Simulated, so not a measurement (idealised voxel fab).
The name of this process module is voxel released beams.
This is section cut - it's 220 nm across, gridded in 5 nm square cells.
A cross-section in this document is a grid of square cells, and it is written down as bands, the top band listed before the ones below it; a band is made up of one or more rows of cells.
Quick guide to a band line: top height, bottom height (nm) up front; then every material left to right with its width in nm. Only one material and it's marked "everywhere"? Then it fills the band edge to edge. And "blank" just means empty space.
Heights are reckoned from 0. Under this level, the received wafer is all of one material. The bottommost band is open-ended downward, for example "0 nm and below".
Per-row width for "30->40": begins at first number (top row of band), ends at second number (bottom row), increment between rows held constant.
Where a step carries "no modification", the cross-section came out of it unchanged, cell for cell.
Closed void table: empty space of 8 cells or more with no open way to the top, each as width x height at its distance from the left edge, in nm
Whatever follows a step's settings on its line is a remark the simulator itself makes about that step.
overlay nm: mask offset rightward from planned place, masked step; negative means leftward offset.
Here's what the planned process steps look like
1 RECEIVE,material Si
2 CONFORMAL_DEP,material Al2O3,thk nm 10
3 DIRECTIONAL_DEP,material SiO2,thk nm 20
4 DIRECTIONAL_DEP,material aC,thk nm 10
5 PATTERN,tone open,mask id ANCHOR,material resist,width nm 45,thk nm 25,overlay nm 0
6 DIRECTIONAL_ETCH,etch materials aC,depth nm 10
7 STRIP,etch materials resist
8 DIRECTIONAL_ETCH,etch materials SiO2,depth nm 20
9 STRIP,etch materials aC
10 CONFORMAL_DEP,material polySi,thk nm 15
11 PATTERN,tone cover,mask id BEAM,material resist,width nm 130,thk nm 15,overlay nm 0
12 DIRECTIONAL_ETCH,etch materials polySi,depth nm 15
13 STRIP,etch materials resist
14 STRIP,etch materials SiO2
The first wafer of two, processed as planned
as received, after step 1
    0 nm and below: Si everywhere
    Closed void table: none
Wafer after step 2 (cross-section)
    10 nm to 0 nm: Al2O3 everywhere
    Lower than 0, everything is as it was.
Wafer after step 3 (cross-section)
    30 nm to 10 nm: SiO2 everywhere
    Lower than 10, everything is as it was.
Wafer after step 4 (cross-section)
    40 nm to 30 nm: aC everywhere
    Lower than 30, everything is as it was.
Wafer after step 5 (cross-section)
    65 nm to 40 nm: 45 resist / 45 blank / 130 resist
    Lower than 40, everything is as it was.
Wafer after step 6 (cross-section)
    55 nm to 40 nm: 45 resist / 45 blank / 130 resist
    40 nm to 30 nm: 45 aC / 45 blank / 130 aC
    Lower than 30, everything is as it was.
Wafer after step 7 (cross-section)
    40 nm to 30 nm: 45 aC / 45 blank / 130 aC
    Lower than 30, everything is as it was.
Wafer after step 8 (cross-section)
    40 nm to 30 nm: 45 aC / 45 blank / 130 aC
    30 nm to 10 nm: 45 SiO2 / 45 blank / 130 SiO2
    Lower than 10, everything is as it was.
Wafer after step 9 (cross-section)
    30 nm to 10 nm: 45 SiO2 / 45 blank / 130 SiO2
    Lower than 10, everything is as it was.
Wafer after step 10 (cross-section)
    45 nm to 30 nm: 60 polySi / 15 blank / 145 polySi
    30 nm to 25 nm: 45 SiO2 / 15 polySi / 15 blank / 15 polySi / 130 SiO2
    25 nm to 10 nm: 45 SiO2 / 45 polySi / 130 SiO2
    Lower than 10, everything is as it was.
Wafer after step 11 (cross-section)
    60 nm to 45 nm: 40 blank / 130 resist / 50 blank
    45 nm to 30 nm: 60 polySi / 15 resist / 145 polySi
    30 nm to 25 nm: 45 SiO2 / 15 polySi / 15 resist / 15 polySi / 130 SiO2
    Lower than 25, everything is as it was.
Wafer after step 12 (cross-section)
    60 nm to 45 nm: 40 blank / 130 resist / 50 blank
    45 nm to 30 nm: 40 blank / 20 polySi / 15 resist / 95 polySi / 50 blank
    Lower than 30, everything is as it was.
Wafer after step 13 (cross-section)
    45 nm to 30 nm: 40 blank / 20 polySi / 15 blank / 95 polySi / 50 blank
    30 nm to 25 nm: 45 SiO2 / 15 polySi / 15 blank / 15 polySi / 130 SiO2
    Lower than 25, everything is as it was.
Wafer after step 14 (cross-section)
    45 nm to 30 nm: 40 blank / 20 polySi / 15 blank / 95 polySi / 50 blank
    30 nm to 25 nm: 45 blank / 15 polySi / 15 blank / 15 polySi / 130 blank
    25 nm to 10 nm: 45 blank / 45 polySi / 130 blank
    Lower than 10, everything is as it was.
Okay, second wafer. Nothing different at the start, nothing different in the plan, just one mistake somewhere in the running. As far as step 9, counting that step, it's the first wafer all over again
Second wafer shown in cross-section at the time step 10 was slated to end
    50 nm to 30 nm: 65 polySi / 5 blank / 150 polySi
    30 nm to 10 nm: 45 SiO2 / 45 polySi / 130 SiO2
    Lower than 10, everything is as it was.
Second wafer shown in cross-section at the time step 11 was slated to end
    65 nm to 50 nm: 40 blank / 130 resist / 50 blank
    50 nm to 30 nm: 65 polySi / 5 resist / 150 polySi
    Lower than 30, everything is as it was.
Second wafer shown in cross-section at the time step 12 was slated to end
    65 nm to 50 nm: 40 blank / 130 resist / 50 blank
    50 nm to 35 nm: 40 blank / 25 polySi / 5 resist / 100 polySi / 50 blank
    Lower than 35, everything is as it was.
Second wafer shown in cross-section at the time step 13 was slated to end
    50 nm to 35 nm: 40 blank / 25 polySi / 5 blank / 100 polySi / 50 blank
    35 nm to 30 nm: 65 polySi / 5 blank / 150 polySi
    Lower than 30, everything is as it was.
Second wafer shown in cross-section at the time step 14 was slated to end: no modification
Where did the run depart from the plan? step 10 ran as: CONFORMAL_DEP,material polySi,thk nm 20
Wafer comparison, final, in cells, second relative to first, materials more or fewer: SiO2 +140; polySi +52
